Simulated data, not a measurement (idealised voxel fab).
process module | voxel transistor to metal
cross-section cut | 185 nm wide | cells 5 nm
A cross-section is a grid of square cells, given in bands from the top down. A band is one or more rows of cells.
Each band's line starts with the height of the band's top and of its bottom, in nm. Then come its materials from left to right, each with its width in nm. One material with "throughout" fills the band from edge to edge. "air" is empty space.
Height 0 is the level under which the wafer as received is all one material. The lowest band goes on downwards, as in "0 down".
A width such as "30 to 40" changes by the same amount from each row of cells to the next, from the band's top row to its bottom row.
"no change" after a step means that no cell of the cross-section changed.
closed voids: empty space of 8 cells or more with no open way to the top, each as width x height at its distance from the left edge, in nm
after a step's settings: what the simulator itself notes on the step
overlay nm, on a step with a mask: how far to the right of its planned place the mask lay; to the left if negative
plan
1 op RECEIVE | material Si
2 op OXIDIZE | depth nm 5
3 op CONFORMAL_DEP | material SiN | thk nm 10
4 op MASKED_ETCH | tone cover | mask id ACTIVE | width nm 115 | etch materials SiN | depth nm 10 | overlay nm 0
5 op MASKED_ETCH | tone cover | mask id ACTIVE | width nm 115 | etch materials SiO2 | depth nm 5 | overlay nm 0
6 op MASKED_ETCH | tone cover | mask id ACTIVE | width nm 115 | etch materials Si | depth nm 20 | overlay nm 0
7 op OXIDIZE | depth nm 5
8 op FILL_DEP | material SiO2 | thk nm 10
9 op CMP | height nm 10
10 op SELECTIVE_ETCH | etch materials SiO2 | depth nm 10
11 op STRIP | etch materials SiN
12 op SELECTIVE_ETCH | etch materials SiO2 | depth nm 5
13 op OXIDIZE | depth nm 5
14 op DIRECTIONAL_DEP | material polySi | thk nm 25
15 op DIRECTIONAL_DEP | material SiCN | thk nm 15
16 op PATTERN | tone cover | mask id GATE | material resist | width nm 35 | thk nm 20 | overlay nm 0
17 op DIRECTIONAL_ETCH | etch materials SiCN | depth nm 25
18 op DIRECTIONAL_ETCH | etch materials polySi | depth nm 35
19 op STRIP | etch materials resist
20 op CONFORMAL_DEP | material SiN | thk nm 10
21 op DIRECTIONAL_ETCH | etch materials SiN | depth nm 10
22 op DIRECTIONAL_ETCH | etch materials SiO2 | depth nm 5
23 op DIRECTIONAL_ETCH | etch materials Si | depth nm 15
24 op EPI | material SiGe | thk nm 20
25 op FILL_DEP | material SiO2 | thk nm 5
26 op CMP | height nm 20
27 op STRIP | etch materials polySi
28 op SELECTIVE_ETCH | etch materials SiO2 | depth nm 5
29 op CONFORMAL_DEP | material HfO2 | thk nm 5
30 op CONFORMAL_DEP | material TiN | thk nm 5
31 op FILL_DEP | material W | thk nm 10
32 op CMP | height nm 15
33 op DIRECTIONAL_DEP | material SiO2 | thk nm 10
34 op PATTERN | tone open | mask id CONTACT | material resist | width nm 20 | pitch nm 85 | thk nm 20 | overlay nm 0
35 op DIRECTIONAL_ETCH | etch materials SiO2 | depth nm 30
36 op STRIP | etch materials resist
37 op CONFORMAL_DEP | material TiN | thk nm 5
38 op FILL_DEP | material W | thk nm 10
39 op CMP | height nm 25
40 op DIRECTIONAL_DEP | material TiN | thk nm 5
41 op DIRECTIONAL_DEP | material Ru | thk nm 15
42 op PATTERN | tone cover | mask id METAL_1 | material resist | width nm 20 | pitch nm 85 | thk nm 15 | overlay nm 0
43 op DIRECTIONAL_ETCH | etch materials Ru | depth nm 15
44 op DIRECTIONAL_ETCH | etch materials TiN | depth nm 5
45 op STRIP | etch materials resist
46 op CONFORMAL_DEP | material SiCN | thk nm 5
47 op FILL_DEP | material lowk | thk nm 5
48 op CMP | height nm 45
49 op CONFORMAL_DEP | material SiCN | thk nm 5
50 op DIRECTIONAL_DEP | material lowk | thk nm 35
51 op MASKED_ETCH | tone open | mask id METAL_2_HOLES | width nm 15 | pitch nm 85 | etch materials lowk | depth nm 35 | overlay nm 0
52 op PATTERN | tone open | mask id METAL_2 | material resist | width nm 20 | pitch nm 85 | thk nm 15 | overlay nm 0
53 op DIRECTIONAL_ETCH | etch materials lowk | depth nm 20
54 op DIRECTIONAL_ETCH | etch materials SiCN | depth nm 5
55 op STRIP | etch materials resist
56 op CONFORMAL_DEP | material TiN | thk nm 5
57 op FILL_DEP | material Cu | thk nm 5
58 op CMP | height nm 85
59 op CONFORMAL_DEP | material SiCN | thk nm 5
first wafer, as planned
as received, after step 1
  0 down: Si throughout
  closed voids: none
after step 2
  0 to -5: SiO2 throughout
  below -5: unchanged
after step 3
  10 to 0: SiN throughout
  below 0: unchanged
after step 4
  10 to 0: air 35 | SiN 115 | air 35
  below 0: unchanged
after step 5
  10 to 0: air 35 | SiN 115 | air 35
  0 to -5: air 35 | SiO2 115 | air 35
  below -5: unchanged
after step 6
  10 to 0: air 35 | SiN 115 | air 35
  0 to -5: air 35 | SiO2 115 | air 35
  -5 to -25: air 35 | Si 115 | air 35
  below -25: unchanged
after step 7
  10 to 0: air 35 | SiN 115 | air 35
  0 to -5: air 35 | SiO2 115 | air 35
  -5 to -25: air 35 | SiO2 5 | Si 105 | SiO2 5 | air 35
  -25 to -30: SiO2 40 | Si 105 | SiO2 40
  below -30: unchanged
after step 8
  20 to 10: SiO2 throughout
  10 to 0: SiO2 35 | SiN 115 | SiO2 35
  0 to -5: SiO2 throughout
  -5 to -30: SiO2 40 | Si 105 | SiO2 40
  below -30: unchanged
after step 9
  10 to 0: SiO2 35 | SiN 115 | SiO2 35
  below 0: unchanged
after step 10
  10 to 0: air 35 | SiN 115 | air 35
  below 0: unchanged
after step 11
  0 to -5: SiO2 throughout
  below -5: unchanged
after step 12
  -5 to -30: SiO2 40 | Si 105 | SiO2 40
  below -30: unchanged
after step 13
  -5 to -10: SiO2 throughout
  below -10: unchanged
after step 14
  20 to -5: polySi throughout
  below -5: unchanged
after step 15
  35 to 20: SiCN throughout
  below 20: unchanged
after step 16
  55 to 35: air 75 | resist 35 | air 75
  below 35: unchanged
after step 17
  55 to 35: air 75 | resist 35 | air 75
  35 to 20: air 75 | SiCN 35 | air 75
  below 20: unchanged
after step 18
  55 to 35: air 75 | resist 35 | air 75
  35 to 20: air 75 | SiCN 35 | air 75
  20 to -5: air 75 | polySi 35 | air 75
  below -5: unchanged
after step 19
  35 to 20: air 75 | SiCN 35 | air 75
  below 20: unchanged
after step 20
  45 to 35: air 65 | SiN 55 | air 65
  35 to 20: air 65 | SiN 10 | SiCN 35 | SiN 10 | air 65
  20 to 5: air 65 | SiN 10 | polySi 35 | SiN 10 | air 65
  5 to -5: SiN 75 | polySi 35 | SiN 75
  below -5: unchanged
after step 21
  35 to 20: air 65 | SiN 10 | SiCN 35 | SiN 10 | air 65
  20 to -5: air 65 | SiN 10 | polySi 35 | SiN 10 | air 65
  below -5: unchanged
after step 22
  35 to 20: air 65 | SiN 10 | SiCN 35 | SiN 10 | air 65
  20 to -5: air 65 | SiN 10 | polySi 35 | SiN 10 | air 65
  -5 to -10: air 65 | SiO2 55 | air 65
  below -10: unchanged
after step 23
  35 to 20: air 65 | SiN 10 | SiCN 35 | SiN 10 | air 65
  20 to -5: air 65 | SiN 10 | polySi 35 | SiN 10 | air 65
  -5 to -10: air 65 | SiO2 55 | air 65
  -10 to -25: SiO2 40 | air 25 | Si 55 | air 25 | SiO2 40
  below -25: unchanged
after step 24
  35 to 20: air 65 | SiN 10 | SiCN 35 | SiN 10 | air 65
  20 to 10: air 65 | SiN 10 | polySi 35 | SiN 10 | air 65
  10 to -5: air 45 | SiGe 20 | SiN 10 | polySi 35 | SiN 10 | SiGe 20 | air 45
  -5 to -10: air 35 | SiGe 30 | SiO2 55 | SiGe 30 | air 35
  -10 to -25: SiO2 40 | SiGe 25 | Si 55 | SiGe 25 | SiO2 40
  below -25: unchanged
after step 25
  40 to 35: SiO2 throughout
  35 to 20: SiO2 65 | SiN 10 | SiCN 35 | SiN 10 | SiO2 65
  20 to 10: SiO2 65 | SiN 10 | polySi 35 | SiN 10 | SiO2 65
  10 to -5: SiO2 45 | SiGe 20 | SiN 10 | polySi 35 | SiN 10 | SiGe 20 | SiO2 45
  -5 to -10: SiO2 35 | SiGe 30 | SiO2 55 | SiGe 30 | SiO2 35
  below -10: unchanged
after step 26
  20 to 10: SiO2 65 | SiN 10 | polySi 35 | SiN 10 | SiO2 65
  below 10: unchanged
after step 27
  20 to 10: SiO2 65 | SiN 10 | air 35 | SiN 10 | SiO2 65
  10 to -5: SiO2 45 | SiGe 20 | SiN 10 | air 35 | SiN 10 | SiGe 20 | SiO2 45
  below -5: unchanged
after step 28
  20 to 15: air 65 | SiN 10 | air 35 | SiN 10 | air 65
  15 to 10: SiO2 65 | SiN 10 | air 35 | SiN 10 | SiO2 65
  10 to -5: SiO2 45 | SiGe 20 | SiN 10 | air 35 | SiN 10 | SiGe 20 | SiO2 45
  -5 to -10: SiO2 35 | SiGe 30 | SiO2 5 | air 45 | SiO2 5 | SiGe 30 | SiO2 35
  below -10: unchanged
after step 29
  25 to 20: air 60 | HfO2 20 | air 25 | HfO2 20 | air 60
  20 to 15: HfO2 65 | SiN 10 | HfO2 5 | air 25 | HfO2 5 | SiN 10 | HfO2 65
  15 to 10: SiO2 65 | SiN 10 | HfO2 5 | air 25 | HfO2 5 | SiN 10 | SiO2 65
  10 to -5: SiO2 45 | SiGe 20 | SiN 10 | HfO2 5 | air 25 | HfO2 5 | SiN 10 | SiGe 20 | SiO2 45
  -5 to -10: SiO2 35 | SiGe 30 | SiO2 5 | HfO2 45 | SiO2 5 | SiGe 30 | SiO2 35
  below -10: unchanged
after step 30
  30 to 25: air 55 | TiN 30 | air 15 | TiN 30 | air 55
  25 to 20: TiN 60 | HfO2 20 | TiN 5 | air 15 | TiN 5 | HfO2 20 | TiN 60
  20 to 15: HfO2 65 | SiN 10 | HfO2 5 | TiN 5 | air 15 | TiN 5 | HfO2 5 | SiN 10 | HfO2 65
  15 to 10: SiO2 65 | SiN 10 | HfO2 5 | TiN 5 | air 15 | TiN 5 | HfO2 5 | SiN 10 | SiO2 65
  10 to 0: SiO2 45 | SiGe 20 | SiN 10 | HfO2 5 | TiN 5 | air 15 | TiN 5 | HfO2 5 | SiN 10 | SiGe 20 | SiO2 45
  0 to -5: SiO2 45 | SiGe 20 | SiN 10 | HfO2 5 | TiN 25 | HfO2 5 | SiN 10 | SiGe 20 | SiO2 45
  below -5: unchanged
after step 31
  40 to 30: W throughout
  30 to 25: W 55 | TiN 30 | W 15 | TiN 30 | W 55
  25 to 20: TiN 60 | HfO2 20 | TiN 5 | W 15 | TiN 5 | HfO2 20 | TiN 60
  20 to 15: HfO2 65 | SiN 10 | HfO2 5 | TiN 5 | W 15 | TiN 5 | HfO2 5 | SiN 10 | HfO2 65
  15 to 10: SiO2 65 | SiN 10 | HfO2 5 | TiN 5 | W 15 | TiN 5 | HfO2 5 | SiN 10 | SiO2 65
  10 to 0: SiO2 45 | SiGe 20 | SiN 10 | HfO2 5 | TiN 5 | W 15 | TiN 5 | HfO2 5 | SiN 10 | SiGe 20 | SiO2 45
  below 0: unchanged
after step 32
  15 to 10: SiO2 65 | SiN 10 | HfO2 5 | TiN 5 | W 15 | TiN 5 | HfO2 5 | SiN 10 | SiO2 65
  below 10: unchanged
after step 33
  25 to 15: SiO2 throughout
  below 15: unchanged
after step 34
  45 to 25: resist 40 | air 20 | resist 65 | air 20 | resist 40
  below 25: unchanged
after step 35
  45 to 25: resist 40 | air 20 | resist 65 | air 20 | resist 40
  25 to 15: SiO2 40 | air 20 | SiO2 65 | air 20 | SiO2 40
  15 to 10: SiO2 40 | air 20 | SiO2 5 | SiN 10 | HfO2 5 | TiN 5 | W 15 | TiN 5 | HfO2 5 | SiN 10 | SiO2 5 | air 20 | SiO2 40
  10 to 0: SiO2 40 | air 5 | SiGe 20 | SiN 10 | HfO2 5 | TiN 5 | W 15 | TiN 5 | HfO2 5 | SiN 10 | SiGe 20 | air 5 | SiO2 40
  0 to -5: SiO2 40 | air 5 | SiGe 20 | SiN 10 | HfO2 5 | TiN 25 | HfO2 5 | SiN 10 | SiGe 20 | air 5 | SiO2 40
  below -5: unchanged
after step 36
  25 to 15: SiO2 40 | air 20 | SiO2 65 | air 20 | SiO2 40
  below 15: unchanged
after step 37
  30 to 25: TiN 45 | air 10 | TiN 75 | air 10 | TiN 45
  25 to 15: SiO2 40 | TiN 5 | air 10 | TiN 5 | SiO2 65 | TiN 5 | air 10 | TiN 5 | SiO2 40
  15 to 10: SiO2 40 | TiN 20 | SiO2 5 | SiN 10 | HfO2 5 | TiN 5 | W 15 | TiN 5 | HfO2 5 | SiN 10 | SiO2 5 | TiN 20 | SiO2 40
  10 to 0: SiO2 40 | TiN 5 | SiGe 20 | SiN 10 | HfO2 5 | TiN 5 | W 15 | TiN 5 | HfO2 5 | SiN 10 | SiGe 20 | TiN 5 | SiO2 40
  0 to -5: SiO2 40 | TiN 5 | SiGe 20 | SiN 10 | HfO2 5 | TiN 25 | HfO2 5 | SiN 10 | SiGe 20 | TiN 5 | SiO2 40
  below -5: unchanged
after step 38
  40 to 30: W throughout
  30 to 25: TiN 45 | W 10 | TiN 75 | W 10 | TiN 45
  25 to 15: SiO2 40 | TiN 5 | W 10 | TiN 5 | SiO2 65 | TiN 5 | W 10 | TiN 5 | SiO2 40
  below 15: unchanged
after step 39
  25 to 15: SiO2 40 | TiN 5 | W 10 | TiN 5 | SiO2 65 | TiN 5 | W 10 | TiN 5 | SiO2 40
  below 15: unchanged
after step 40
  30 to 25: TiN throughout
  below 25: unchanged
after step 41
  45 to 30: Ru throughout
  below 30: unchanged
after step 42
  60 to 45: air 40 | resist 20 | air 65 | resist 20 | air 40
  below 45: unchanged
after step 43
  60 to 45: air 40 | resist 20 | air 65 | resist 20 | air 40
  45 to 30: air 40 | Ru 20 | air 65 | Ru 20 | air 40
  below 30: unchanged
after step 44
  60 to 45: air 40 | resist 20 | air 65 | resist 20 | air 40
  45 to 30: air 40 | Ru 20 | air 65 | Ru 20 | air 40
  30 to 25: air 40 | TiN 20 | air 65 | TiN 20 | air 40
  below 25: unchanged
after step 45
  45 to 30: air 40 | Ru 20 | air 65 | Ru 20 | air 40
  below 30: unchanged
after step 46
  50 to 45: air 35 | SiCN 30 | air 55 | SiCN 30 | air 35
  45 to 30: air 35 | SiCN 5 | Ru 20 | SiCN 5 | air 55 | SiCN 5 | Ru 20 | SiCN 5 | air 35
  30 to 25: SiCN 40 | TiN 20 | SiCN 65 | TiN 20 | SiCN 40
  below 25: unchanged
after step 47
  55 to 50: lowk throughout
  50 to 45: lowk 35 | SiCN 30 | lowk 55 | SiCN 30 | lowk 35
  45 to 30: lowk 35 | SiCN 5 | Ru 20 | SiCN 5 | lowk 55 | SiCN 5 | Ru 20 | SiCN 5 | lowk 35
  below 30: unchanged
after step 48
  45 to 30: lowk 35 | SiCN 5 | Ru 20 | SiCN 5 | lowk 55 | SiCN 5 | Ru 20 | SiCN 5 | lowk 35
  below 30: unchanged
after step 49
  50 to 45: SiCN throughout
  below 45: unchanged
after step 50
  85 to 50: lowk throughout
  below 50: unchanged
after step 51
  85 to 50: lowk 40 | air 15 | lowk 70 | air 15 | lowk 45
  below 50: unchanged
after step 52
  100 to 85: resist 40 | air 20 | resist 65 | air 20 | resist 40
  below 85: unchanged
after step 53
  100 to 85: resist 40 | air 20 | resist 65 | air 20 | resist 40
  85 to 65: lowk 40 | air 20 | lowk 65 | air 20 | lowk 40
  below 65: unchanged
after step 54
  100 to 85: resist 40 | air 20 | resist 65 | air 20 | resist 40
  85 to 65: lowk 40 | air 20 | lowk 65 | air 20 | lowk 40
  65 to 50: lowk 40 | air 15 | lowk 70 | air 15 | lowk 45
  50 to 45: SiCN 40 | air 15 | SiCN 70 | air 15 | SiCN 45
  below 45: unchanged
after step 55
  85 to 65: lowk 40 | air 20 | lowk 65 | air 20 | lowk 40
  below 65: unchanged
after step 56
  90 to 85: TiN 45 | air 10 | TiN 75 | air 10 | TiN 45
  85 to 70: lowk 40 | TiN 5 | air 10 | TiN 5 | lowk 65 | TiN 5 | air 10 | TiN 5 | lowk 40
  70 to 65: lowk 40 | TiN 5 | air 5 | TiN 10 | lowk 65 | TiN 5 | air 5 | TiN 10 | lowk 40
  65 to 50: lowk 40 | TiN 5 | air 5 | TiN 5 | lowk 70 | TiN 5 | air 5 | TiN 5 | lowk 45
  50 to 45: SiCN 40 | TiN 15 | SiCN 70 | TiN 15 | SiCN 45
  below 45: unchanged
after step 57
  95 to 90: Cu throughout
  90 to 85: TiN 45 | Cu 10 | TiN 75 | Cu 10 | TiN 45
  85 to 70: lowk 40 | TiN 5 | Cu 10 | TiN 5 | lowk 65 | TiN 5 | Cu 10 | TiN 5 | lowk 40
  70 to 65: lowk 40 | TiN 5 | Cu 5 | TiN 10 | lowk 65 | TiN 5 | Cu 5 | TiN 10 | lowk 40
  65 to 50: lowk 40 | TiN 5 | Cu 5 | TiN 5 | lowk 70 | TiN 5 | Cu 5 | TiN 5 | lowk 45
  below 50: unchanged
after step 58
  85 to 70: lowk 40 | TiN 5 | Cu 10 | TiN 5 | lowk 65 | TiN 5 | Cu 10 | TiN 5 | lowk 40
  below 70: unchanged
after step 59
  90 to 85: SiCN throughout
  below 85: unchanged
second wafer: like start, like plan, one mistake. Through step 15 it matches the first wafer
when step 16 should have ended
  55 to 35: resist 75 | air 35 | resist 75
  below 35: unchanged
when step 17 should have ended
  55 to 35: resist 75 | air 35 | resist 75
  35 to 20: SiCN 75 | air 35 | SiCN 75
  below 20: unchanged
when step 18 should have ended
  55 to 35: resist 75 | air 35 | resist 75
  35 to 20: SiCN 75 | air 35 | SiCN 75
  20 to -5: polySi 75 | air 35 | polySi 75
  below -5: unchanged
when step 19 should have ended
  35 to 20: SiCN 75 | air 35 | SiCN 75
  below 20: unchanged
when step 20 should have ended
  45 to 35: SiN 85 | air 15 | SiN 85
  35 to 20: SiCN 75 | SiN 10 | air 15 | SiN 10 | SiCN 75
  20 to 5: polySi 75 | SiN 10 | air 15 | SiN 10 | polySi 75
  5 to -5: polySi 75 | SiN 35 | polySi 75
  below -5: unchanged
when step 21 should have ended
  35 to 20: SiCN 75 | SiN 10 | air 15 | SiN 10 | SiCN 75
  20 to -5: polySi 75 | SiN 10 | air 15 | SiN 10 | polySi 75
  below -5: unchanged
when step 22 should have ended
  35 to 20: SiCN 75 | SiN 10 | air 15 | SiN 10 | SiCN 75
  20 to -5: polySi 75 | SiN 10 | air 15 | SiN 10 | polySi 75
  -5 to -10: SiO2 85 | air 15 | SiO2 85
  below -10: unchanged
when step 23 should have ended
  35 to 20: SiCN 75 | SiN 10 | air 15 | SiN 10 | SiCN 75
  20 to -5: polySi 75 | SiN 10 | air 15 | SiN 10 | polySi 75
  -5 to -10: SiO2 85 | air 15 | SiO2 85
  -10 to -25: SiO2 40 | Si 45 | air 15 | Si 45 | SiO2 40
  below -25: unchanged
when step 24 should have ended
  35 to 20: SiCN 75 | SiN 10 | air 15 | SiN 10 | SiCN 75
  20 to 10: polySi 75 | SiN 10 | air 15 | SiN 10 | polySi 75
  10 to -5: polySi 75 | SiN 10 | SiGe 15 | SiN 10 | polySi 75
  -5 to -10: SiO2 85 | SiGe 15 | SiO2 85
  -10 to -25: SiO2 40 | Si 45 | SiGe 15 | Si 45 | SiO2 40
  below -25: unchanged
when step 25 should have ended
  40 to 35: SiO2 throughout
  35 to 20: SiCN 75 | SiN 10 | SiO2 15 | SiN 10 | SiCN 75
  20 to 10: polySi 75 | SiN 10 | SiO2 15 | SiN 10 | polySi 75
  below 10: unchanged
when step 26 should have ended
  20 to 10: polySi 75 | SiN 10 | SiO2 15 | SiN 10 | polySi 75
  below 10: unchanged
when step 27 should have ended
  20 to 10: air 75 | SiN 10 | SiO2 15 | SiN 10 | air 75
  10 to -5: air 75 | SiN 10 | SiGe 15 | SiN 10 | air 75
  below -5: unchanged
when step 28 should have ended
  20 to 15: air 75 | SiN 10 | air 15 | SiN 10 | air 75
  15 to 10: air 75 | SiN 10 | SiO2 15 | SiN 10 | air 75
  10 to -5: air 75 | SiN 10 | SiGe 15 | SiN 10 | air 75
  -5 to -10: air 80 | SiO2 5 | SiGe 15 | SiO2 5 | air 80
  below -10: unchanged
when step 29 should have ended
  25 to 20: air 70 | HfO2 20 | air 5 | HfO2 20 | air 70
  20 to 15: air 70 | HfO2 5 | SiN 10 | HfO2 15 | SiN 10 | HfO2 5 | air 70
  15 to 10: air 70 | HfO2 5 | SiN 10 | SiO2 15 | SiN 10 | HfO2 5 | air 70
  10 to -5: air 70 | HfO2 5 | SiN 10 | SiGe 15 | SiN 10 | HfO2 5 | air 70
  -5 to -10: HfO2 80 | SiO2 5 | SiGe 15 | SiO2 5 | HfO2 80
  below -10: unchanged
when step 30 should have ended
  30 to 25: air 65 | TiN 55 | air 65
  25 to 20: air 65 | TiN 5 | HfO2 20 | TiN 5 | HfO2 20 | TiN 5 | air 65
  20 to 15: air 65 | TiN 5 | HfO2 5 | SiN 10 | HfO2 15 | SiN 10 | HfO2 5 | TiN 5 | air 65
  15 to 10: air 65 | TiN 5 | HfO2 5 | SiN 10 | SiO2 15 | SiN 10 | HfO2 5 | TiN 5 | air 65
  10 to 0: air 65 | TiN 5 | HfO2 5 | SiN 10 | SiGe 15 | SiN 10 | HfO2 5 | TiN 5 | air 65
  0 to -5: TiN 70 | HfO2 5 | SiN 10 | SiGe 15 | SiN 10 | HfO2 5 | TiN 70
  below -5: unchanged
when step 31 should have ended
  40 to 30: W throughout
  30 to 25: W 65 | TiN 55 | W 65
  25 to 20: W 65 | TiN 5 | HfO2 20 | TiN 5 | HfO2 20 | TiN 5 | W 65
  20 to 15: W 65 | TiN 5 | HfO2 5 | SiN 10 | HfO2 15 | SiN 10 | HfO2 5 | TiN 5 | W 65
  15 to 10: W 65 | TiN 5 | HfO2 5 | SiN 10 | SiO2 15 | SiN 10 | HfO2 5 | TiN 5 | W 65
  10 to 0: W 65 | TiN 5 | HfO2 5 | SiN 10 | SiGe 15 | SiN 10 | HfO2 5 | TiN 5 | W 65
  below 0: unchanged
when step 32 should have ended
  15 to 10: W 65 | TiN 5 | HfO2 5 | SiN 10 | SiO2 15 | SiN 10 | HfO2 5 | TiN 5 | W 65
  below 10: unchanged
when step 33 should have ended
  25 to 15: SiO2 throughout
  below 15: unchanged
when step 34 should have ended
  45 to 25: resist 40 | air 20 | resist 65 | air 20 | resist 40
  below 25: unchanged
when step 35 should have ended
  45 to 25: resist 40 | air 20 | resist 65 | air 20 | resist 40
  25 to 15: SiO2 40 | air 20 | SiO2 65 | air 20 | SiO2 40
  below 15: unchanged
when step 36 should have ended
  25 to 15: SiO2 40 | air 20 | SiO2 65 | air 20 | SiO2 40
  below 15: unchanged
when step 37 should have ended
  30 to 25: TiN 45 | air 10 | TiN 75 | air 10 | TiN 45
  25 to 20: SiO2 40 | TiN 5 | air 10 | TiN 5 | SiO2 65 | TiN 5 | air 10 | TiN 5 | SiO2 40
  20 to 15: SiO2 40 | TiN 20 | SiO2 65 | TiN 20 | SiO2 40
  below 15: unchanged
when step 38 should have ended
  40 to 30: W throughout
  30 to 25: TiN 45 | W 10 | TiN 75 | W 10 | TiN 45
  25 to 20: SiO2 40 | TiN 5 | W 10 | TiN 5 | SiO2 65 | TiN 5 | W 10 | TiN 5 | SiO2 40
  below 20: unchanged
when step 39 should have ended
  25 to 20: SiO2 40 | TiN 5 | W 10 | TiN 5 | SiO2 65 | TiN 5 | W 10 | TiN 5 | SiO2 40
  below 20: unchanged
when step 40 should have ended
  30 to 25: TiN throughout
  below 25: unchanged
when step 41 should have ended
  45 to 30: Ru throughout
  below 30: unchanged
when step 42 should have ended
  60 to 45: air 40 | resist 20 | air 65 | resist 20 | air 40
  below 45: unchanged
when step 43 should have ended
  60 to 45: air 40 | resist 20 | air 65 | resist 20 | air 40
  45 to 30: air 40 | Ru 20 | air 65 | Ru 20 | air 40
  below 30: unchanged
when step 44 should have ended
  60 to 45: air 40 | resist 20 | air 65 | resist 20 | air 40
  45 to 30: air 40 | Ru 20 | air 65 | Ru 20 | air 40
  30 to 25: air 40 | TiN 20 | air 65 | TiN 20 | air 40
  below 25: unchanged
when step 45 should have ended
  45 to 30: air 40 | Ru 20 | air 65 | Ru 20 | air 40
  below 30: unchanged
when step 46 should have ended
  50 to 45: air 35 | SiCN 30 | air 55 | SiCN 30 | air 35
  45 to 30: air 35 | SiCN 5 | Ru 20 | SiCN 5 | air 55 | SiCN 5 | Ru 20 | SiCN 5 | air 35
  30 to 25: SiCN 40 | TiN 20 | SiCN 65 | TiN 20 | SiCN 40
  below 25: unchanged
when step 47 should have ended
  55 to 50: lowk throughout
  50 to 45: lowk 35 | SiCN 30 | lowk 55 | SiCN 30 | lowk 35
  45 to 30: lowk 35 | SiCN 5 | Ru 20 | SiCN 5 | lowk 55 | SiCN 5 | Ru 20 | SiCN 5 | lowk 35
  below 30: unchanged
when step 48 should have ended
  45 to 30: lowk 35 | SiCN 5 | Ru 20 | SiCN 5 | lowk 55 | SiCN 5 | Ru 20 | SiCN 5 | lowk 35
  below 30: unchanged
when step 49 should have ended
  50 to 45: SiCN throughout
  below 45: unchanged
when step 50 should have ended
  85 to 50: lowk throughout
  below 50: unchanged
when step 51 should have ended
  85 to 50: lowk 40 | air 15 | lowk 70 | air 15 | lowk 45
  below 50: unchanged
when step 52 should have ended
  100 to 85: resist 40 | air 20 | resist 65 | air 20 | resist 40
  below 85: unchanged
when step 53 should have ended
  100 to 85: resist 40 | air 20 | resist 65 | air 20 | resist 40
  85 to 65: lowk 40 | air 20 | lowk 65 | air 20 | lowk 40
  below 65: unchanged
when step 54 should have ended
  100 to 85: resist 40 | air 20 | resist 65 | air 20 | resist 40
  85 to 65: lowk 40 | air 20 | lowk 65 | air 20 | lowk 40
  65 to 50: lowk 40 | air 15 | lowk 70 | air 15 | lowk 45
  50 to 45: SiCN 40 | air 15 | SiCN 70 | air 15 | SiCN 45
  below 45: unchanged
when step 55 should have ended
  85 to 65: lowk 40 | air 20 | lowk 65 | air 20 | lowk 40
  below 65: unchanged
when step 56 should have ended
  90 to 85: TiN 45 | air 10 | TiN 75 | air 10 | TiN 45
  85 to 70: lowk 40 | TiN 5 | air 10 | TiN 5 | lowk 65 | TiN 5 | air 10 | TiN 5 | lowk 40
  70 to 65: lowk 40 | TiN 5 | air 5 | TiN 10 | lowk 65 | TiN 5 | air 5 | TiN 10 | lowk 40
  65 to 50: lowk 40 | TiN 5 | air 5 | TiN 5 | lowk 70 | TiN 5 | air 5 | TiN 5 | lowk 45
  50 to 45: SiCN 40 | TiN 15 | SiCN 70 | TiN 15 | SiCN 45
  below 45: unchanged
when step 57 should have ended
  95 to 90: Cu throughout
  90 to 85: TiN 45 | Cu 10 | TiN 75 | Cu 10 | TiN 45
  85 to 70: lowk 40 | TiN 5 | Cu 10 | TiN 5 | lowk 65 | TiN 5 | Cu 10 | TiN 5 | lowk 40
  70 to 65: lowk 40 | TiN 5 | Cu 5 | TiN 10 | lowk 65 | TiN 5 | Cu 5 | TiN 10 | lowk 40
  65 to 50: lowk 40 | TiN 5 | Cu 5 | TiN 5 | lowk 70 | TiN 5 | Cu 5 | TiN 5 | lowk 45
  below 50: unchanged
when step 58 should have ended
  85 to 70: lowk 40 | TiN 5 | Cu 10 | TiN 5 | lowk 65 | TiN 5 | Cu 10 | TiN 5 | lowk 40
  below 70: unchanged
when step 59 should have ended
  90 to 85: SiCN throughout
  below 85: unchanged
what went wrong: step 16 ran as: op PATTERN | tone open | mask id GATE | material resist | width nm 35 | thk nm 20 | overlay nm 0
at the end the second wafer has, in cells: 23 more of HfO2 | 21 more of Si | 45 fewer of SiGe | 77 fewer of SiO2 | 13 more of TiN | 65 more of W
